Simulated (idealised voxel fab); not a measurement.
process module | voxel self aligned contacts
In the cross-section labelled cut, the width is 245 nm and each square cell is 5 nm.
Cross-section layout: square cells on a grid; listed as bands, top to bottom; a band spans one or more cell rows.
Read a band's entry like this: the first values are the height of its top and the height of its bottom in nm, and what follows is the sequence of materials from left to right, each with its width in nm. Note that "blank" is empty space, and that a single material marked "all across" reaches across the band from edge to edge.
Convention: height 0 is the level below which the wafer, as received, is all one material. The lowest band does not terminate at the bottom but continues downward, represented as "0 down".
Note: "30..40" means the width goes from the first number (top row of the band) to the second number (bottom row) in equal steps per row of cells.
"nothing was modified" means the step left every cell of the cross-section as it was.
If an empty space has no open way to the top and is at least 8 cells in size, "Listed closed voids" lists it, written width x height at distance, where distance is measured from the left edge and every value is in nm.
Heads up: the bit after the settings on a step's line is the simulator's remark on that step.
"overlay nm", when on a step's line for a step with a mask, measures how far to the right of its planned place the mask lay; a negative measure means to the left.
So the way this works: pairs, before and after one process step. The after picture only goes down to the lowest band that actually changed, nothing below. Step and its settings are under each pair. And watch out, pairs might come from different runs of this module, same starting wafer though, so a pair only follows on from the one above if its "Pre-step snapshot" entry tells you so.

### Pre-step snapshot
  60 to 55: SiO2: 60, then blank: 50, then SiO2: 20, then blank: 50, then SiO2: 65
  55 to 35: SiO2: 25, then SiN: 50, then blank: 20, then SiN: 50, then blank: 20, then SiN: 50, then SiO2: 30
  35 to 30: SiO2: 75, then blank: 20, then SiO2: 50, then blank: 20, then SiO2: 80
  30 to 0: polySi all across
  0 down: Si all across
  Listed closed voids: none

### Cross-Section After Step
  65 to 60: TiN: 65, then blank: 40, then TiN: 30, then blank: 40, then TiN: 70
  60 to 55: SiO2: 60, then TiN: 20, then blank: 10, then TiN: 20, then SiO2: 20, then TiN: 20, then blank: 10, then TiN: 20, then SiO2: 65
  55 to 35: SiO2: 25, then SiN: 50, then TiN: 5, then blank: 10, then TiN: 5, then SiN: 50, then TiN: 5, then blank: 10, then TiN: 5, then SiN: 50, then SiO2: 30
  35 to 30: SiO2: 75, then TiN: 20, then SiO2: 50, then TiN: 20, then SiO2: 80
  Whatever lies below 30 is exactly as it was before.
  Listed closed voids: none
In between the before and after cross-sections above, the step is CONFORMAL_DEP (material TiN; thk nm 5)

Pre-step snapshot: carried over from the after image of the pair right above.

### Cross-Section After Step
  70 to 65: Ru all across
  65 to 60: TiN: 65, then Ru: 40, then TiN: 30, then Ru: 40, then TiN: 70
  60 to 55: SiO2: 60, then TiN: 20, then Ru: 10, then TiN: 20, then SiO2: 20, then TiN: 20, then Ru: 10, then TiN: 20, then SiO2: 65
  55 to 35: SiO2: 25, then SiN: 50, then TiN: 5, then Ru: 10, then TiN: 5, then SiN: 50, then TiN: 5, then Ru: 10, then TiN: 5, then SiN: 50, then SiO2: 30
  Whatever lies below 35 is exactly as it was before.
  Listed closed voids: none
In between the before and after cross-sections above, the step is FILL_DEP (material Ru; thk nm 5)

Pre-step snapshot: carried over from the after image of the pair right above.

### Cross-Section After Step
  60 to 55: SiO2: 60, then TiN: 20, then Ru: 10, then TiN: 20, then SiO2: 20, then TiN: 20, then Ru: 10, then TiN: 20, then SiO2: 65
  Whatever lies below 55 is exactly as it was before.
  Listed closed voids: none
In between the before and after cross-sections above, the step is CMP (height nm 60)

Pre-step snapshot: carried over from the after image of the pair right above.

### Cross-Section After Step
  65 to 60: SiCN all across
  Whatever lies below 60 is exactly as it was before.
  Listed closed voids: none
In between the before and after cross-sections above, the step is CONFORMAL_DEP (material SiCN; thk nm 5)

### Pre-step snapshot
  65 to 55: SiO2 all across
  55 to 35: SiO2: 25, then SiN: 50, then SiO2: 20, then SiN: 50, then SiO2: 20, then SiN: 50, then SiO2: 30
  35 to 5: SiO2: 25, then SiN: 10, then polySi: 30, then SiN: 10, then SiO2: 20, then SiN: 10, then polySi: 30, then SiN: 10, then SiO2: 20, then SiN: 10, then polySi: 30, then SiN: 10, then SiO2: 30
  5 to 0: SiO2 all across
  0 down: Si all across
  Listed closed voids: none

### Cross-Section After Step
  50 to 35: SiO2: 25, then SiN: 50, then SiO2: 20, then SiN: 50, then SiO2: 20, then SiN: 50, then SiO2: 30
  Whatever lies below 35 is exactly as it was before.
  Listed closed voids: none
In between the before and after cross-sections above, the step is CMP (height nm 50)

Pre-step snapshot: carried over from the after image of the pair right above.

### Cross-Section After Step
  70 to 50: resist: 60, then blank: 50, then resist: 20, then blank: 50, then resist: 65
  Whatever lies below 50 is exactly as it was before.
  Listed closed voids: none
In between the before and after cross-sections above, the step is PATTERN (tone open; mask id CONTACT; material resist; width nm 50; pitch nm 70; thk nm 20; overlay nm 0)

Pre-step snapshot: carried over from the after image of the pair right above.

### Cross-Section After Step
  70 to 50: resist: 60, then blank: 50, then resist: 20, then blank: 50, then resist: 65
  50 to 35: SiO2: 25, then SiN: 50, then blank: 20, then SiN: 50, then blank: 20, then SiN: 50, then SiO2: 30
  35 to 5: SiO2: 25, then SiN: 10, then polySi: 30, then SiN: 10, then blank: 20, then SiN: 10, then polySi: 30, then SiN: 10, then blank: 20, then SiN: 10, then polySi: 30, then SiN: 10, then SiO2: 30
  5 to 0: SiO2: 75, then blank: 20, then SiO2: 50, then blank: 20, then SiO2: 80
  Whatever lies below 0 is exactly as it was before.
  Listed closed voids: none
In between the before and after cross-sections above, the step is DIRECTIONAL_ETCH (etch materials SiO2; depth nm 60)

Pre-step snapshot: carried over from the after image of the pair right above.

### Cross-Section After Step
  50 to 35: SiO2: 25, then SiN: 50, then blank: 20, then SiN: 50, then blank: 20, then SiN: 50, then SiO2: 30
  Whatever lies below 35 is exactly as it was before.
  Listed closed voids: none
In between the before and after cross-sections above, the step is STRIP (etch materials resist)

Pre-step snapshot: carried over from the after image of the pair right above.

### Cross-Section After Step
  55 to 50: TiN: 80, then blank: 10, then TiN: 60, then blank: 10, then TiN: 85
  50 to 35: SiO2: 25, then SiN: 50, then TiN: 5, then blank: 10, then TiN: 5, then SiN: 50, then TiN: 5, then blank: 10, then TiN: 5, then SiN: 50, then SiO2: 30
  35 to 5: SiO2: 25, then SiN: 10, then polySi: 30, then SiN: 10, then TiN: 5, then blank: 10, then TiN: 5, then SiN: 10, then polySi: 30, then SiN: 10, then TiN: 5, then blank: 10, then TiN: 5, then SiN: 10, then polySi: 30, then SiN: 10, then SiO2: 30
  5 to 0: SiO2: 75, then TiN: 20, then SiO2: 50, then TiN: 20, then SiO2: 80
  Whatever lies below 0 is exactly as it was before.
  Listed closed voids: none
In between the before and after cross-sections above, the step is CONFORMAL_DEP (material TiN; thk nm 5)

Pre-step snapshot: carried over from the after image of the pair right above.

### Cross-Section After Step
  60 to 55: Ru all across
  55 to 50: TiN: 80, then Ru: 10, then TiN: 60, then Ru: 10, then TiN: 85
  50 to 35: SiO2: 25, then SiN: 50, then TiN: 5, then Ru: 10, then TiN: 5, then SiN: 50, then TiN: 5, then Ru: 10, then TiN: 5, then SiN: 50, then SiO2: 30
  35 to 5: SiO2: 25, then SiN: 10, then polySi: 30, then SiN: 10, then TiN: 5, then Ru: 10, then TiN: 5, then SiN: 10, then polySi: 30, then SiN: 10, then TiN: 5, then Ru: 10, then TiN: 5, then SiN: 10, then polySi: 30, then SiN: 10, then SiO2: 30
  Whatever lies below 5 is exactly as it was before.
  Listed closed voids: none
In between the before and after cross-sections above, the step is FILL_DEP (material Ru; thk nm 5)

Pre-step snapshot: carried over from the after image of the pair right above.

### Cross-Section After Step
  65 to 60: SiCN all across
  Whatever lies below 60 is exactly as it was before.
  Listed closed voids: none
In between the before and after cross-sections above, the step is CONFORMAL_DEP (material SiCN; thk nm 5)

### Pre-step snapshot
  60 to 55: SiO2 all across
  55 to 35: SiO2: 25, then SiN: 50, then SiO2: 20, then SiN: 50, then SiO2: 20, then SiN: 50, then SiO2: 30
  35 to 5: SiO2: 25, then SiN: 10, then polySi: 30, then SiN: 10, then SiO2: 20, then SiN: 10, then polySi: 30, then SiN: 10, then SiO2: 20, then SiN: 10, then polySi: 30, then SiN: 10, then SiO2: 30
  5 to 0: SiO2 all across
  0 down: Si all across
  Listed closed voids: none

### Cross-Section After Step
  80 to 60: resist: 65, then blank: 45, then resist: 25, then blank: 45, then resist: 65
  Whatever lies below 60 is exactly as it was before.
  Listed closed voids: none
In between the before and after cross-sections above, the step is PATTERN (tone open; mask id CONTACT; material resist; width nm 45; pitch nm 70; thk nm 20; overlay nm 0)

Pre-step snapshot: carried over from the after image of the pair right above.

### Cross-Section After Step
  80 to 60: resist: 65, then blank: 45, then resist: 25, then blank: 45, then resist: 65
  60 to 55: SiO2: 65, then blank: 45, then SiO2: 25, then blank: 45, then SiO2: 65
  55 to 35: SiO2: 25, then SiN: 50, then blank: 20, then SiN: 50, then blank: 20, then SiN: 50, then SiO2: 30
  35 to 5: SiO2: 25, then SiN: 10, then polySi: 30, then SiN: 10, then blank: 20, then SiN: 10, then polySi: 30, then SiN: 10, then blank: 20, then SiN: 10, then polySi: 30, then SiN: 10, then SiO2: 30
  5 to 0: SiO2: 75, then blank: 20, then SiO2: 50, then blank: 20, then SiO2: 80
  Whatever lies below 0 is exactly as it was before.
  Listed closed voids: none
In between the before and after cross-sections above, the step is DIRECTIONAL_ETCH (etch materials SiO2; depth nm 60)

Pre-step snapshot: carried over from the after image of the pair right above.

### Cross-Section After Step
  60 to 55: SiO2: 65, then blank: 45, then SiO2: 25, then blank: 45, then SiO2: 65
  Whatever lies below 55 is exactly as it was before.
  Listed closed voids: none
In between the before and after cross-sections above, the step is STRIP (etch materials resist)

Pre-step snapshot: carried over from the after image of the pair right above.

### Cross-Section After Step
  65 to 60: TiN: 70, then blank: 35, then TiN: 35, then blank: 35, then TiN: 70
  60 to 55: SiO2: 65, then TiN: 15, then blank: 10, then TiN: 20, then SiO2: 25, then TiN: 15, then blank: 10, then TiN: 20, then SiO2: 65
  55 to 35: SiO2: 25, then SiN: 50, then TiN: 5, then blank: 10, then TiN: 5, then SiN: 50, then TiN: 5, then blank: 10, then TiN: 5, then SiN: 50, then SiO2: 30
  35 to 5: SiO2: 25, then SiN: 10, then polySi: 30, then SiN: 10, then TiN: 5, then blank: 10, then TiN: 5, then SiN: 10, then polySi: 30, then SiN: 10, then TiN: 5, then blank: 10, then TiN: 5, then SiN: 10, then polySi: 30, then SiN: 10, then SiO2: 30
  5 to 0: SiO2: 75, then TiN: 20, then SiO2: 50, then TiN: 20, then SiO2: 80
  Whatever lies below 0 is exactly as it was before.
  Listed closed voids: none
In between the before and after cross-sections above, the step is CONFORMAL_DEP (material TiN; thk nm 5)

Pre-step snapshot: carried over from the after image of the pair right above.

### Cross-Section After Step
  70 to 65: Ru all across
  65 to 60: TiN: 70, then Ru: 35, then TiN: 35, then Ru: 35, then TiN: 70
  60 to 55: SiO2: 65, then TiN: 15, then Ru: 10, then TiN: 20, then SiO2: 25, then TiN: 15, then Ru: 10, then TiN: 20, then SiO2: 65
  55 to 35: SiO2: 25, then SiN: 50, then TiN: 5, then Ru: 10, then TiN: 5, then SiN: 50, then TiN: 5, then Ru: 10, then TiN: 5, then SiN: 50, then SiO2: 30
  35 to 5: SiO2: 25, then SiN: 10, then polySi: 30, then SiN: 10, then TiN: 5, then Ru: 10, then TiN: 5, then SiN: 10, then polySi: 30, then SiN: 10, then TiN: 5, then Ru: 10, then TiN: 5, then SiN: 10, then polySi: 30, then SiN: 10, then SiO2: 30
  Whatever lies below 5 is exactly as it was before.
  Listed closed voids: none
In between the before and after cross-sections above, the step is FILL_DEP (material Ru; thk nm 5)

Pre-step snapshot: carried over from the after image of the pair right above.

### Cross-Section After Step
  60 to 55: SiO2: 65, then TiN: 15, then Ru: 10, then TiN: 20, then SiO2: 25, then TiN: 15, then Ru: 10, then TiN: 20, then SiO2: 65
  Whatever lies below 55 is exactly as it was before.
  Listed closed voids: none
In between the before and after cross-sections above, the step is CMP (height nm 60)

Pre-step snapshot: carried over from the after image of the pair right above.

### Cross-Section After Step
  65 to 60: SiCN all across
  Whatever lies below 60 is exactly as it was before.
  Listed closed voids: none
In between the before and after cross-sections above, the step is CONFORMAL_DEP (material SiCN; thk nm 5)

### Pre-step snapshot
  55 to 35: SiN all across
  35 to 5: polySi all across
  5 to 0: SiO2 all across
  0 down: Si all across
  Listed closed voids: none

### Cross-Section After Step
  75 to 55: blank: 45, then resist: 30, then blank: 40, then resist: 30, then blank: 40, then resist: 30, then blank: 30
  Whatever lies below 55 is exactly as it was before.
  Listed closed voids: none
In between the before and after cross-sections above, the step is PATTERN (tone cover; mask id GATE; material resist; width nm 30; pitch nm 70; thk nm 20; overlay nm 10)

Pre-step snapshot: carried over from the after image of the pair right above.

### Cross-Section After Step
  75 to 55: blank: 45, then resist: 30, then blank: 40, then resist: 30, then blank: 40, then resist: 30, then blank: 30
  55 to 35: blank: 45, then SiN: 30, then blank: 40, then SiN: 30, then blank: 40, then SiN: 30, then blank: 30
  Whatever lies below 35 is exactly as it was before.
  Listed closed voids: none
In between the before and after cross-sections above, the step is DIRECTIONAL_ETCH (etch materials SiN; depth nm 20)

Pre-step snapshot: carried over from the after image of the pair right above.

### Cross-Section After Step
  75 to 55: blank: 45, then resist: 30, then blank: 40, then resist: 30, then blank: 40, then resist: 30, then blank: 30
  55 to 35: blank: 45, then SiN: 30, then blank: 40, then SiN: 30, then blank: 40, then SiN: 30, then blank: 30
  35 to 5: blank: 45, then polySi: 30, then blank: 40, then polySi: 30, then blank: 40, then polySi: 30, then blank: 30
  Whatever lies below 5 is exactly as it was before.
  Listed closed voids: none
In between the before and after cross-sections above, the step is DIRECTIONAL_ETCH (etch materials polySi; depth nm 30)

Pre-step snapshot: carried over from the after image of the pair right above.

### Cross-Section After Step
  55 to 35: blank: 45, then SiN: 30, then blank: 40, then SiN: 30, then blank: 40, then SiN: 30, then blank: 30
  Whatever lies below 35 is exactly as it was before.
  Listed closed voids: none
In between the before and after cross-sections above, the step is STRIP (etch materials resist)

Pre-step snapshot: carried over from the after image of the pair right above.

### Cross-Section After Step
  65 to 35: blank: 35, then SiN: 50, then blank: 20, then SiN: 50, then blank: 20, then SiN: 50, then blank: 20
  35 to 15: blank: 35, then SiN: 10, then polySi: 30, then SiN: 10, then blank: 20, then SiN: 10, then polySi: 30, then SiN: 10, then blank: 20, then SiN: 10, then polySi: 30, then SiN: 10, then blank: 20
  15 to 5: SiN: 45, then polySi: 30, then SiN: 40, then polySi: 30, then SiN: 40, then polySi: 30, then SiN: 30
  Whatever lies below 5 is exactly as it was before.
  Listed closed voids: none
In between the before and after cross-sections above, the step is CONFORMAL_DEP (material SiN; thk nm 10)

Pre-step snapshot: carried over from the after image of the pair right above.

### Cross-Section After Step
  55 to 35: blank: 35, then SiN: 50, then blank: 20, then SiN: 50, then blank: 20, then SiN: 50, then blank: 20
  35 to 5: blank: 35, then SiN: 10, then polySi: 30, then SiN: 10, then blank: 20, then SiN: 10, then polySi: 30, then SiN: 10, then blank: 20, then SiN: 10, then polySi: 30, then SiN: 10, then blank: 20
  Whatever lies below 5 is exactly as it was before.
  Listed closed voids: none
In between the before and after cross-sections above, the step is DIRECTIONAL_ETCH (etch materials SiN; depth nm 10)

Pre-step snapshot: carried over from the after image of the pair right above.

### Cross-Section After Step
  65 to 55: SiO2 all across
  55 to 35: SiO2: 35, then SiN: 50, then SiO2: 20, then SiN: 50, then SiO2: 20, then SiN: 50, then SiO2: 20
  35 to 5: SiO2: 35, then SiN: 10, then polySi: 30, then SiN: 10, then SiO2: 20, then SiN: 10, then polySi: 30, then SiN: 10, then SiO2: 20, then SiN: 10, then polySi: 30, then SiN: 10, then SiO2: 20
  Whatever lies below 5 is exactly as it was before.
  Listed closed voids: none
In between the before and after cross-sections above, the step is FILL_DEP (material SiO2; thk nm 10)

Pre-step snapshot: carried over from the after image of the pair right above.

### Cross-Section After Step
  60 to 55: SiO2 all across
  Whatever lies below 55 is exactly as it was before.
  Listed closed voids: none
In between the before and after cross-sections above, the step is CMP (height nm 60)

Pre-step snapshot: carried over from the after image of the pair right above.

### Cross-Section After Step
  80 to 60: resist: 60, then blank: 50, then resist: 20, then blank: 50, then resist: 65
  Whatever lies below 60 is exactly as it was before.
  Listed closed voids: none
In between the before and after cross-sections above, the step is PATTERN (tone open; mask id CONTACT; material resist; width nm 50; pitch nm 70; thk nm 20; overlay nm 0)

Pre-step snapshot: carried over from the after image of the pair right above.

### Cross-Section After Step
  80 to 60: resist: 60, then blank: 50, then resist: 20, then blank: 50, then resist: 65
  60 to 55: SiO2: 60, then blank: 50, then SiO2: 20, then blank: 50, then SiO2: 65
  55 to 35: SiO2: 35, then SiN: 50, then blank: 20, then SiN: 50, then blank: 20, then SiN: 50, then SiO2: 20
  35 to 5: SiO2: 35, then SiN: 10, then polySi: 30, then SiN: 10, then blank: 20, then SiN: 10, then polySi: 30, then SiN: 10, then blank: 20, then SiN: 10, then polySi: 30, then SiN: 10, then SiO2: 20
  5 to 0: SiO2: 85, then blank: 20, then SiO2: 50, then blank: 20, then SiO2: 70
  Whatever lies below 0 is exactly as it was before.
  Listed closed voids: none
In between the before and after cross-sections above, the step is DIRECTIONAL_ETCH (etch materials SiO2; depth nm 60)

Pre-step snapshot: carried over from the after image of the pair right above.

### Cross-Section After Step
  60 to 55: SiO2: 60, then blank: 50, then SiO2: 20, then blank: 50, then SiO2: 65
  Whatever lies below 55 is exactly as it was before.
  Listed closed voids: none
In between the before and after cross-sections above, the step is STRIP (etch materials resist)

Pre-step snapshot: carried over from the after image of the pair right above.

### Cross-Section After Step
  65 to 60: TiN: 65, then blank: 40, then TiN: 30, then blank: 40, then TiN: 70
  60 to 55: SiO2: 60, then TiN: 30, then blank: 10, then TiN: 10, then SiO2: 20, then TiN: 30, then blank: 10, then TiN: 10, then SiO2: 65
  55 to 35: SiO2: 35, then SiN: 50, then TiN: 5, then blank: 10, then TiN: 5, then SiN: 50, then TiN: 5, then blank: 10, then TiN: 5, then SiN: 50, then SiO2: 20
  35 to 5: SiO2: 35, then SiN: 10, then polySi: 30, then SiN: 10, then TiN: 5, then blank: 10, then TiN: 5, then SiN: 10, then polySi: 30, then SiN: 10, then TiN: 5, then blank: 10, then TiN: 5, then SiN: 10, then polySi: 30, then SiN: 10, then SiO2: 20
  5 to 0: SiO2: 85, then TiN: 20, then SiO2: 50, then TiN: 20, then SiO2: 70
  Whatever lies below 0 is exactly as it was before.
  Listed closed voids: none
In between the before and after cross-sections above, the step is CONFORMAL_DEP (material TiN; thk nm 5)

Pre-step snapshot: carried over from the after image of the pair right above.

### Cross-Section After Step
  70 to 65: Ru all across
  65 to 60: TiN: 65, then Ru: 40, then TiN: 30, then Ru: 40, then TiN: 70
  60 to 55: SiO2: 60, then TiN: 30, then Ru: 10, then TiN: 10, then SiO2: 20, then TiN: 30, then Ru: 10, then TiN: 10, then SiO2: 65
  55 to 35: SiO2: 35, then SiN: 50, then TiN: 5, then Ru: 10, then TiN: 5, then SiN: 50, then TiN: 5, then Ru: 10, then TiN: 5, then SiN: 50, then SiO2: 20
  35 to 5: SiO2: 35, then SiN: 10, then polySi: 30, then SiN: 10, then TiN: 5, then Ru: 10, then TiN: 5, then SiN: 10, then polySi: 30, then SiN: 10, then TiN: 5, then Ru: 10, then TiN: 5, then SiN: 10, then polySi: 30, then SiN: 10, then SiO2: 20
  Whatever lies below 5 is exactly as it was before.
  Listed closed voids: none
In between the before and after cross-sections above, the step is FILL_DEP (material Ru; thk nm 5)

Pre-step snapshot: carried over from the after image of the pair right above.

### Cross-Section After Step
  60 to 55: SiO2: 60, then TiN: 30, then Ru: 10, then TiN: 10, then SiO2: 20, then TiN: 30, then Ru: 10, then TiN: 10, then SiO2: 65
  Whatever lies below 55 is exactly as it was before.
  Listed closed voids: none
In between the before and after cross-sections above, the step is CMP (height nm 60)

Pre-step snapshot: carried over from the after image of the pair right above.

### Cross-Section After Step
  65 to 60: SiCN all across
  Whatever lies below 60 is exactly as it was before.
  Listed closed voids: none
In between the before and after cross-sections above, the step is CONFORMAL_DEP (material SiCN; thk nm 5)

### Pre-step snapshot
  60 to 55: SiO2: 60, then blank: 50, then SiO2: 20, then blank: 50, then SiO2: 65
  55 to 35: SiO2: 25, then SiN: 50, then blank: 20, then SiN: 50, then blank: 20, then SiN: 50, then SiO2: 30
  35 to 5: SiO2: 25, then SiN: 10, then polySi: 30, then SiN: 10, then blank: 20, then SiN: 10, then polySi: 30, then SiN: 10, then blank: 20, then SiN: 10, then polySi: 30, then SiN: 10, then SiO2: 30
  5 to 0: SiO2: 75, then blank: 20, then SiO2: 50, then blank: 20, then SiO2: 80
  0 down: Si all across
  Listed closed voids: none

### Cross-Section After Step
  65 to 60: SiN: 65, then blank: 40, then SiN: 30, then blank: 40, then SiN: 70
  60 to 55: SiO2: 60, then SiN: 20, then blank: 10, then SiN: 20, then SiO2: 20, then SiN: 20, then blank: 10, then SiN: 20, then SiO2: 65
  55 to 35: SiO2: 25, then SiN: 55, then blank: 10, then SiN: 60, then blank: 10, then SiN: 55, then SiO2: 30
  35 to 5: SiO2: 25, then SiN: 10, then polySi: 30, then SiN: 15, then blank: 10, then SiN: 15, then polySi: 30, then SiN: 15, then blank: 10, then SiN: 15, then polySi: 30, then SiN: 10, then SiO2: 30
  5 to 0: SiO2: 75, then SiN: 20, then SiO2: 50, then SiN: 20, then SiO2: 80
  Whatever lies below 0 is exactly as it was before.
  Listed closed voids: none
In between the before and after cross-sections above, the step is CONFORMAL_DEP (material SiN; thk nm 5)

Pre-step snapshot: carried over from the after image of the pair right above.

### Cross-Section After Step
  70 to 65: Ru all across
  65 to 60: SiN: 65, then Ru: 40, then SiN: 30, then Ru: 40, then SiN: 70
  60 to 55: SiO2: 60, then SiN: 20, then Ru: 10, then SiN: 20, then SiO2: 20, then SiN: 20, then Ru: 10, then SiN: 20, then SiO2: 65
  55 to 35: SiO2: 25, then SiN: 55, then Ru: 10, then SiN: 60, then Ru: 10, then SiN: 55, then SiO2: 30
  35 to 5: SiO2: 25, then SiN: 10, then polySi: 30, then SiN: 15, then Ru: 10, then SiN: 15, then polySi: 30, then SiN: 15, then Ru: 10, then SiN: 15, then polySi: 30, then SiN: 10, then SiO2: 30
  Whatever lies below 5 is exactly as it was before.
  Listed closed voids: none
In between the before and after cross-sections above, the step is FILL_DEP (material Ru; thk nm 5)

Pre-step snapshot: carried over from the after image of the pair right above.

### Cross-Section After Step
  60 to 55: SiO2: 60, then SiN: 20, then Ru: 10, then SiN: 20, then SiO2: 20, then SiN: 20, then Ru: 10, then SiN: 20, then SiO2: 65
  Whatever lies below 55 is exactly as it was before.
  Listed closed voids: none
In between the before and after cross-sections above, the step is CMP (height nm 60)

Pre-step snapshot: carried over from the after image of the pair right above.

### Cross-Section After Step
  65 to 60: SiCN all across
  Whatever lies below 60 is exactly as it was before.
  Listed closed voids: none
In between the before and after cross-sections above, the step is CONFORMAL_DEP (material SiCN; thk nm 5)

### Pre-step snapshot
  60 to 55: SiO2 all across
  55 to 35: SiO2: 25, then SiN: 50, then SiO2: 20, then SiN: 50, then SiO2: 20, then SiN: 50, then SiO2: 30
  35 to 5: SiO2: 25, then SiN: 10, then polySi: 30, then SiN: 10, then SiO2: 20, then SiN: 10, then polySi: 30, then SiN: 10, then SiO2: 20, then SiN: 10, then polySi: 30, then SiN: 10, then SiO2: 30
  5 to 0: SiO2 all across
  0 down: Si all across
  Listed closed voids: none

### Cross-Section After Step
  80 to 60: blank: 60, then resist: 50, then blank: 20, then resist: 50, then blank: 65
  Whatever lies below 60 is exactly as it was before.
  Listed closed voids: none
In between the before and after cross-sections above, the step is PATTERN (tone cover; mask id CONTACT; material resist; width nm 50; pitch nm 70; thk nm 20; overlay nm 0)

Pre-step snapshot: carried over from the after image of the pair right above.

### Cross-Section After Step
  80 to 60: blank: 60, then resist: 50, then blank: 20, then resist: 50, then blank: 65
  60 to 55: blank: 60, then SiO2: 50, then blank: 20, then SiO2: 50, then blank: 65
  55 to 35: blank: 25, then SiN: 50, then SiO2: 20, then SiN: 50, then SiO2: 20, then SiN: 50, then blank: 30
  35 to 5: blank: 25, then SiN: 10, then polySi: 30, then SiN: 10, then SiO2: 20, then SiN: 10, then polySi: 30, then SiN: 10, then SiO2: 20, then SiN: 10, then polySi: 30, then SiN: 10, then blank: 30
  5 to 0: blank: 25, then SiO2: 190, then blank: 30
  Whatever lies below 0 is exactly as it was before.
  Listed closed voids: none
In between the before and after cross-sections above, the step is DIRECTIONAL_ETCH (etch materials SiO2; depth nm 60)

Pre-step snapshot: carried over from the after image of the pair right above.

### Cross-Section After Step
  60 to 55: blank: 60, then SiO2: 50, then blank: 20, then SiO2: 50, then blank: 65
  Whatever lies below 55 is exactly as it was before.
  Listed closed voids: none
In between the before and after cross-sections above, the step is STRIP (etch materials resist)

Pre-step snapshot: carried over from the after image of the pair right above.

### Cross-Section After Step
  65 to 60: blank: 55, then TiN: 60, then blank: 10, then TiN: 60, then blank: 60
  60 to 55: blank: 20, then TiN: 40, then SiO2: 50, then TiN: 20, then SiO2: 50, then TiN: 40, then blank: 25
  55 to 35: blank: 20, then TiN: 5, then SiN: 50, then SiO2: 20, then SiN: 50, then SiO2: 20, then SiN: 50, then TiN: 5, then blank: 25
  35 to 5: blank: 20, then TiN: 5, then SiN: 10, then polySi: 30, then SiN: 10, then SiO2: 20, then SiN: 10, then polySi: 30, then SiN: 10, then SiO2: 20, then SiN: 10, then polySi: 30, then SiN: 10, then TiN: 5, then blank: 25
  5 to 0: TiN: 25, then SiO2: 190, then TiN: 30
  Whatever lies below 0 is exactly as it was before.
  Listed closed voids: none
In between the before and after cross-sections above, the step is CONFORMAL_DEP (material TiN; thk nm 5)

Pre-step snapshot: carried over from the after image of the pair right above.

### Cross-Section After Step
  70 to 65: Ru all across
  65 to 60: Ru: 55, then TiN: 60, then Ru: 10, then TiN: 60, then Ru: 60
  60 to 55: Ru: 20, then TiN: 40, then SiO2: 50, then TiN: 20, then SiO2: 50, then TiN: 40, then Ru: 25
  55 to 35: Ru: 20, then TiN: 5, then SiN: 50, then SiO2: 20, then SiN: 50, then SiO2: 20, then SiN: 50, then TiN: 5, then Ru: 25
  35 to 5: Ru: 20, then TiN: 5, then SiN: 10, then polySi: 30, then SiN: 10, then SiO2: 20, then SiN: 10, then polySi: 30, then SiN: 10, then SiO2: 20, then SiN: 10, then polySi: 30, then SiN: 10, then TiN: 5, then Ru: 25
  Whatever lies below 5 is exactly as it was before.
  Listed closed voids: none
In between the before and after cross-sections above, the step is FILL_DEP (material Ru; thk nm 5)

Pre-step snapshot: carried over from the after image of the pair right above.

### Cross-Section After Step
  60 to 55: Ru: 20, then TiN: 40, then SiO2: 50, then TiN: 20, then SiO2: 50, then TiN: 40, then Ru: 25
  Whatever lies below 55 is exactly as it was before.
  Listed closed voids: none
In between the before and after cross-sections above, the step is CMP (height nm 60)

Pre-step snapshot: carried over from the after image of the pair right above.

### Cross-Section After Step
  65 to 60: SiCN all across
  Whatever lies below 60 is exactly as it was before.
  Listed closed voids: none
In between the before and after cross-sections above, the step is CONFORMAL_DEP (material SiCN; thk nm 5)
